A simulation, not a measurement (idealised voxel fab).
Process module in this document: voxel transistor to metal
It is cross-section cut that appears here, measuring 160 nm in width, its square cells being 5 nm in size.
In this document a cross-section is written as a grid of square cells. It is given as a series of bands, listed from the top down, and a band is one or more rows of cells. A band entry consists of two parts. The first gives the height of the band's top and the height of its bottom, in nm. The rest lists the band's materials from left to right, each with its width in nm. A single material labelled with the word "edge to edge" fills the band from edge to edge, and the word "air" marks empty space. Height datum 0, below which the as-received substrate wafer is one material. Lowest band open at the bottom, running downward: "0 nm and below". A width such as "30..40" changes by the same amount from each row of cells to the next, from the band's top row to its bottom row. Reading "same as before" for a step: not a cell of the cross-section changed in it. Entry "Entrapped void list" = empty spaces >= 8 cells with no open way to the top; each as width x height at distance, distance from left edge, all nm. Text after the settings on a step's line: the simulator's own remark on that step. overlay nm, on a step with a mask: how far to the right of its planned place the mask lay; to the left if negative.

-- Set out below are the planned steps of the process
- 1: RECEIVE | material Si
- 2: CONFORMAL_DEP | material SiO2 | thk nm 5
- 3: CONFORMAL_DEP | material SiN | thk nm 15
- 4: DIRECTIONAL_DEP | material aC | thk nm 10
- 5: PATTERN | tone cover | mask id ACTIVE | material resist | width nm 90 | thk nm 30 | overlay nm 0
- 6: DIRECTIONAL_ETCH | etch materials aC | depth nm 10
- 7: STRIP | etch materials resist
- 8: DIRECTIONAL_ETCH | etch materials SiN | depth nm 15
- 9: DIRECTIONAL_ETCH | etch materials SiO2 | depth nm 5
- 10: DIRECTIONAL_ETCH | etch materials Si | depth nm 35
- 11: STRIP | etch materials aC
- 12: FILL_DEP | material SiO2 | thk nm 5
- 13: CMP | height nm 20
- 14: SELECTIVE_ETCH | etch materials SiO2 | depth nm 10
- 15: STRIP | etch materials SiN
- 16: SELECTIVE_ETCH | etch materials SiO2 | depth nm 5
- 17: OXIDIZE | depth nm 5
- 18: DIRECTIONAL_DEP | material polySi | thk nm 20
- 19: DIRECTIONAL_DEP | material SiCN | thk nm 10
- 20: PATTERN | tone cover | mask id GATE | material resist | width nm 20 | thk nm 20 | overlay nm 0
- 21: DIRECTIONAL_ETCH | etch materials SiCN | depth nm 20
- 22: DIRECTIONAL_ETCH | etch materials polySi | depth nm 30
- 23: STRIP | etch materials resist
- 24: CONFORMAL_DEP | material SiN | thk nm 5
- 25: DIRECTIONAL_ETCH | etch materials SiN | depth nm 5
- 26: DIRECTIONAL_ETCH | etch materials SiO2 | depth nm 5
- 27: DIRECTIONAL_ETCH | etch materials Si | depth nm 10
- 28: EPI | material SiGe | thk nm 10
- 29: FILL_DEP | material SiO2 | thk nm 10
- 30: CMP | height nm 30
- 31: DIRECTIONAL_DEP | material SiO2 | thk nm 15
- 32: MASKED_ETCH | tone open | mask id CONTACT | width nm 15 | pitch nm 65 | etch materials SiO2 | depth nm 50 | overlay nm 0
- 33: CONFORMAL_DEP | material TiN | thk nm 5
- 34: FILL_DEP | material W | thk nm 5
- 35: CMP | height nm 45
- 36: DIRECTIONAL_DEP | material TiN | thk nm 5
- 37: DIRECTIONAL_DEP | material Ru | thk nm 15
- 38: MASKED_ETCH | tone cover | mask id METAL_1 | width nm 15 | pitch nm 65 | etch materials Ru | depth nm 15 | overlay nm 0
- 39: MASKED_ETCH | tone cover | mask id METAL_1 | width nm 15 | pitch nm 65 | etch materials TiN | depth nm 5 | overlay nm 0
- 40: FILL_DEP | material lowk | thk nm 5
- 41: CMP | height nm 65
- 42: CONFORMAL_DEP | material SiCN | thk nm 5
- 43: DIRECTIONAL_DEP | material lowk | thk nm 25
- 44: MASKED_ETCH | tone open | mask id METAL_2 | width nm 15 | pitch nm 65 | etch materials lowk | depth nm 15 | overlay nm 0
- 45: PATTERN | tone open | mask id METAL_2_HOLES | material resist | width nm 15 | pitch nm 65 | thk nm 20 | overlay nm 0
- 46: DIRECTIONAL_ETCH | etch materials lowk | depth nm 10
- 47: DIRECTIONAL_ETCH | etch materials SiCN | depth nm 5
- 48: STRIP | etch materials resist
- 49: CONFORMAL_DEP | material TiN | thk nm 5
- 50: FILL_DEP | material Cu | thk nm 10
- 51: CMP | height nm 95
- 52: CONFORMAL_DEP | material SiCN | thk nm 5

-- as received, after step 1
    0 nm and below  Si edge to edge
    Entrapped void list: none

-- End-of-module cross-section. Starting structure and process plan as above; one mistake made in running it
    100 nm to 95 nm  SiCN edge to edge
    95 nm to 70 nm  lowk edge to edge
    70 nm to 65 nm  SiCN edge to edge
    65 nm to 50 nm  lowk 40 nm | Ru 15 nm | lowk 50 nm | Ru 15 nm | lowk 40 nm
    50 nm to 45 nm  lowk 40 nm | TiN 15 nm | lowk 50 nm | TiN 15 nm | lowk 40 nm
    45 nm to 30 nm  SiO2 40 nm | TiN 5 nm | W 5 nm | TiN 5 nm | SiO2 50 nm | TiN 5 nm | W 5 nm | TiN 5 nm | SiO2 40 nm
    30 nm to 20 nm  SiO2 40 nm | TiN 5 nm | W 5 nm | TiN 5 nm | SiO2 10 nm | SiN 5 nm | SiCN 20 nm | SiN 5 nm | SiO2 10 nm | TiN 5 nm | W 5 nm | TiN 5 nm | SiO2 40 nm
    20 nm to 5 nm  SiO2 40 nm | TiN 5 nm | W 5 nm | TiN 5 nm | SiO2 10 nm | SiN 5 nm | polySi 20 nm | SiN 5 nm | SiO2 10 nm | TiN 5 nm | W 5 nm | TiN 5 nm | SiO2 40 nm
    5 nm to 0 nm  SiO2 30 nm | SiN 5 nm | SiO2 5 nm | TiN 5 nm | W 5 nm | TiN 5 nm | SiGe 10 nm | SiN 5 nm | polySi 20 nm | SiN 5 nm | SiGe 10 nm | TiN 5 nm | W 5 nm | TiN 5 nm | SiO2 5 nm | SiN 5 nm | SiO2 30 nm
    0 nm to -5 nm  SiO2 40 nm | TiN 15 nm | SiGe 10 nm | SiO2 30 nm | SiGe 10 nm | TiN 15 nm | SiO2 40 nm
    -5 nm to -15 nm  SiO2 35 nm | SiGe 30 nm | Si 30 nm | SiGe 30 nm | SiO2 35 nm
    -15 nm to -35 nm  SiO2 35 nm | Si 90 nm | SiO2 35 nm
    -35 nm and below  Si edge to edge
    Entrapped void list: none
What was done differently from what was planned? step 43 of the plan was executed twice over
